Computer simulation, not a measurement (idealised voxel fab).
process module | voxel self aligned contacts
cross-section cut | 275 nm wide | cells 5 nm
A cross-section is a grid of square cells, given in bands from the top down. A band is one or more rows of cells.
Each band's line starts with the height of the band's top and of its bottom, in nm. Then come its materials from left to right, each with its width in nm. One material with "throughout" fills the band from edge to edge. "air" is empty space.
Height 0 is the level under which the wafer as received is all one material. The lowest band goes on downwards, as in "0 down".
A width such as "30 to 40" changes by the same amount from each row of cells to the next, from the band's top row to its bottom row.
"no change" after a step means that no cell of the cross-section changed.
closed voids: empty space of 8 cells or more with no open way to the top, each as width x height at its distance from the left edge, in nm
after a step's settings: what the simulator itself notes on the step
overlay nm, on a step with a mask: how far to the right of its planned place the mask lay; to the left if negative
plan
1 op RECEIVE | material Si
2 op OXIDIZE | depth nm 5
3 op DIRECTIONAL_DEP | material polySi | thk nm 30
4 op DIRECTIONAL_DEP | material SiN | thk nm 20
5 op PATTERN | tone cover | mask id GATE | material resist | width nm 35 | pitch nm 65 | thk nm 20 | overlay nm 0
6 op DIRECTIONAL_ETCH | etch materials SiN | depth nm 20
7 op DIRECTIONAL_ETCH | etch materials polySi | depth nm 30
8 op STRIP | etch materials resist
9 op CONFORMAL_DEP | material SiN | thk nm 5
10 op DIRECTIONAL_ETCH | etch materials SiN | depth nm 5
11 op FILL_DEP | material SiO2 | thk nm 10
12 op CMP | height nm 55
13 op PATTERN | tone open | mask id CONTACT | material resist | width nm 40 | pitch nm 65 | thk nm 15 | overlay nm 0
14 op DIRECTIONAL_ETCH | etch materials SiO2 | depth nm 60
15 op STRIP | etch materials resist
16 op CONFORMAL_DEP | material TiN | thk nm 5
17 op FILL_DEP | material W | thk nm 5
18 op CMP | height nm 55
19 op CONFORMAL_DEP | material SiCN | thk nm 5
first wafer, as planned
as received, after step 1
  0 down: Si throughout
  closed voids: none
after step 2
  0 to -5: SiO2 throughout
  below -5: unchanged
after step 3
  30 to 0: polySi throughout
  below 0: unchanged
after step 4
  50 to 30: SiN throughout
  below 30: unchanged
after step 5
  70 to 50: air 55 | resist 35 | air 30 | resist 35 | air 30 | resist 35 | air 55
  below 50: unchanged
after step 6
  70 to 50: air 55 | resist 35 | air 30 | resist 35 | air 30 | resist 35 | air 55
  50 to 30: air 55 | SiN 35 | air 30 | SiN 35 | air 30 | SiN 35 | air 55
  below 30: unchanged
after step 7
  70 to 50: air 55 | resist 35 | air 30 | resist 35 | air 30 | resist 35 | air 55
  50 to 30: air 55 | SiN 35 | air 30 | SiN 35 | air 30 | SiN 35 | air 55
  30 to 0: air 55 | polySi 35 | air 30 | polySi 35 | air 30 | polySi 35 | air 55
  below 0: unchanged
after step 8
  50 to 30: air 55 | SiN 35 | air 30 | SiN 35 | air 30 | SiN 35 | air 55
  below 30: unchanged
after step 9
  55 to 30: air 50 | SiN 45 | air 20 | SiN 45 | air 20 | SiN 45 | air 50
  30 to 5: air 50 | SiN 5 | polySi 35 | SiN 5 | air 20 | SiN 5 | polySi 35 | SiN 5 | air 20 | SiN 5 | polySi 35 | SiN 5 | air 50
  5 to 0: SiN 55 | polySi 35 | SiN 30 | polySi 35 | SiN 30 | polySi 35 | SiN 55
  below 0: unchanged
after step 10
  50 to 30: air 50 | SiN 45 | air 20 | SiN 45 | air 20 | SiN 45 | air 50
  30 to 0: air 50 | SiN 5 | polySi 35 | SiN 5 | air 20 | SiN 5 | polySi 35 | SiN 5 | air 20 | SiN 5 | polySi 35 | SiN 5 | air 50
  below 0: unchanged
after step 11
  60 to 50: SiO2 throughout
  50 to 30: SiO2 50 | SiN 45 | SiO2 20 | SiN 45 | SiO2 20 | SiN 45 | SiO2 50
  30 to 0: SiO2 50 | SiN 5 | polySi 35 | SiN 5 | SiO2 20 | SiN 5 | polySi 35 | SiN 5 | SiO2 20 | SiN 5 | polySi 35 | SiN 5 | SiO2 50
  below 0: unchanged
after step 12
  55 to 50: SiO2 throughout
  below 50: unchanged
after step 13
  70 to 55: resist 85 | air 40 | resist 25 | air 40 | resist 85
  below 55: unchanged
after step 14
  70 to 55: resist 85 | air 40 | resist 25 | air 40 | resist 85
  55 to 50: SiO2 85 | air 40 | SiO2 25 | air 40 | SiO2 85
  50 to 30: SiO2 50 | SiN 45 | air 20 | SiN 45 | air 20 | SiN 45 | SiO2 50
  30 to 0: SiO2 50 | SiN 5 | polySi 35 | SiN 5 | air 20 | SiN 5 | polySi 35 | SiN 5 | air 20 | SiN 5 | polySi 35 | SiN 5 | SiO2 50
  0 to -5: SiO2 95 | air 20 | SiO2 45 | air 20 | SiO2 95
  below -5: unchanged
after step 15
  55 to 50: SiO2 85 | air 40 | SiO2 25 | air 40 | SiO2 85
  below 50: unchanged
after step 16
  60 to 55: TiN 90 | air 30 | TiN 35 | air 30 | TiN 90
  55 to 50: SiO2 85 | TiN 15 | air 10 | TiN 15 | SiO2 25 | TiN 15 | air 10 | TiN 15 | SiO2 85
  50 to 30: SiO2 50 | SiN 45 | TiN 5 | air 10 | TiN 5 | SiN 45 | TiN 5 | air 10 | TiN 5 | SiN 45 | SiO2 50
  30 to 0: SiO2 50 | SiN 5 | polySi 35 | SiN 5 | TiN 5 | air 10 | TiN 5 | SiN 5 | polySi 35 | SiN 5 | TiN 5 | air 10 | TiN 5 | SiN 5 | polySi 35 | SiN 5 | SiO2 50
  0 to -5: SiO2 95 | TiN 20 | SiO2 45 | TiN 20 | SiO2 95
  below -5: unchanged
after step 17
  65 to 60: W throughout
  60 to 55: TiN 90 | W 30 | TiN 35 | W 30 | TiN 90
  55 to 50: SiO2 85 | TiN 15 | W 10 | TiN 15 | SiO2 25 | TiN 15 | W 10 | TiN 15 | SiO2 85
  50 to 30: SiO2 50 | SiN 45 | TiN 5 | W 10 | TiN 5 | SiN 45 | TiN 5 | W 10 | TiN 5 | SiN 45 | SiO2 50
  30 to 0: SiO2 50 | SiN 5 | polySi 35 | SiN 5 | TiN 5 | W 10 | TiN 5 | SiN 5 | polySi 35 | SiN 5 | TiN 5 | W 10 | TiN 5 | SiN 5 | polySi 35 | SiN 5 | SiO2 50
  below 0: unchanged
after step 18
  55 to 50: SiO2 85 | TiN 15 | W 10 | TiN 15 | SiO2 25 | TiN 15 | W 10 | TiN 15 | SiO2 85
  below 50: unchanged
after step 19
  60 to 55: SiCN throughout
  below 55: unchanged
second wafer: like start, like plan, one mistake. Through step 3 it matches the first wafer
when step 4 should have ended
  50 to 30: SiCN throughout
  below 30: unchanged
when step 5 should have ended
  70 to 50: air 55 | resist 35 | air 30 | resist 35 | air 30 | resist 35 | air 55
  below 50: unchanged
when step 6 should have ended: no change
when step 7 should have ended: no change
when step 8 should have ended
  50 to 30: SiCN throughout
  below 30: unchanged
when step 9 should have ended
  55 to 50: SiN throughout
  below 50: unchanged
when step 10 should have ended
  50 to 30: SiCN throughout
  below 30: unchanged
when step 11 should have ended
  60 to 50: SiO2 throughout
  below 50: unchanged
when step 12 should have ended
  55 to 50: SiO2 throughout
  below 50: unchanged
when step 13 should have ended
  70 to 55: resist 85 | air 40 | resist 25 | air 40 | resist 85
  below 55: unchanged
when step 14 should have ended
  70 to 55: resist 85 | air 40 | resist 25 | air 40 | resist 85
  55 to 50: SiO2 85 | air 40 | SiO2 25 | air 40 | SiO2 85
  below 50: unchanged
when step 15 should have ended
  55 to 50: SiO2 85 | air 40 | SiO2 25 | air 40 | SiO2 85
  below 50: unchanged
when step 16 should have ended
  60 to 55: TiN 90 | air 30 | TiN 35 | air 30 | TiN 90
  55 to 50: SiO2 85 | TiN 40 | SiO2 25 | TiN 40 | SiO2 85
  below 50: unchanged
when step 17 should have ended
  65 to 60: W throughout
  60 to 55: TiN 90 | W 30 | TiN 35 | W 30 | TiN 90
  below 55: unchanged
when step 18 should have ended
  55 to 50: SiO2 85 | TiN 40 | SiO2 25 | TiN 40 | SiO2 85
  below 50: unchanged
when step 19 should have ended
  60 to 55: SiCN throughout
  below 55: unchanged
what went wrong: step 4 ran as: op DIRECTIONAL_DEP | material SiCN | thk nm 20
at the end the second wafer has, in cells: 220 more of SiCN | 144 fewer of SiN | 192 fewer of SiO2 | 44 fewer of TiN | 44 fewer of W | 204 more of polySi
